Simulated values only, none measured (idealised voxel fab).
Process module name: voxel self aligned vias
The width of the displayed cross-section, cut, is 155 nm; its cells are square, with a size of 5 nm.
Bands, listed from the top down, are how a cross-section gets written in this document; the cross-section itself is a grid of square cells, and a band is one or more rows of them. It is stipulated that each band's entry specify, in nanometres, the height of the top of the band and then that of its bottom, followed by the materials of the band in left-to-right sequence, each together with its width in nanometres. A single material marked by the word "full width" is understood to fill the band from edge to edge; the word "blank" is understood to denote empty space. Ref level 0: as-received wafer is one material below here. Bottom band extends down with no lower bound ("0..down"). A two-number width, for instance "30->40", indicates that the width is equal to the first number in the top row of the band and to the second number in the bottom row, and that it changes by a constant amount per row of cells. Step note "no change" = no cross-section cell changed. The entry "Sealed-off cavities" lists the empty spaces that cover at least 8 cells and have no open path to the top. Each is written as width x height at distance, where the distance is measured from the left edge and all three values are in nm. Whatever follows a step's settings on its line is a remark the simulator itself makes about that step. "overlay nm" on a masked step: distance the mask lay right of its planned place, negative for left.

PROCESS STEPS FORESEEN IN THE PLAN
1,RECEIVE, material Si
2,CONFORMAL_DEP, material SiO2, thk nm 10
3,CONFORMAL_DEP, material SiCN, thk nm 5
4,DIRECTIONAL_DEP, material lowk, thk nm 30
5,MASKED_ETCH, tone open, mask id LINES, width nm 30, pitch nm 65, etch materials lowk, depth nm 30, overlay nm 0
6,CONFORMAL_DEP, material TiN, thk nm 5
7,FILL_DEP, material Ru, thk nm 10
8,CMP, height nm 45
9,SELECTIVE_ETCH, etch materials W Ru TiN, depth nm 5
10,FILL_DEP, material SiN, thk nm 10
11,CMP, height nm 45
12,DIRECTIONAL_DEP, material lowk, thk nm 15
13,PATTERN, tone open, mask id VIAS, material resist, width nm 50, thk nm 15, overlay nm 0
14,DIRECTIONAL_ETCH, etch materials lowk, depth nm 15
15,DIRECTIONAL_ETCH, etch materials SiN, depth nm 5
16,STRIP, etch materials resist
17,CONFORMAL_DEP, material TiN, thk nm 5
18,FILL_DEP, material Cu, thk nm 5
19,CMP, height nm 60
20,CONFORMAL_DEP, material SiCN, thk nm 5

SO THIS IS THE INCOMING WAFER IN CROSS-SECTION - IT'S ALREADY BEEN THROUGH STEP 1
  0..down: Si full width
  Sealed-off cavities: none

WAFER AT MODULE END, IN SECTION. BEGAN AS ABOVE, PLANNED AS ABOVE, RUN WITH ONE MISTAKE
  65..60: SiCN full width
  60..45: lowk 20, then TiN 5, then Cu 40, then TiN 5, then lowk 85
  45..40: SiN 20, then TiN 50, then SiN 85
  40..15: SiN full width
  15..10: SiCN full width
  10..0: SiO2 full width
  0..down: Si full width
  Sealed-off cavities: none
What broke from the plan during processing? step 4 changed vs plan, executed as DIRECTIONAL_DEP, material SiN, thk nm 30
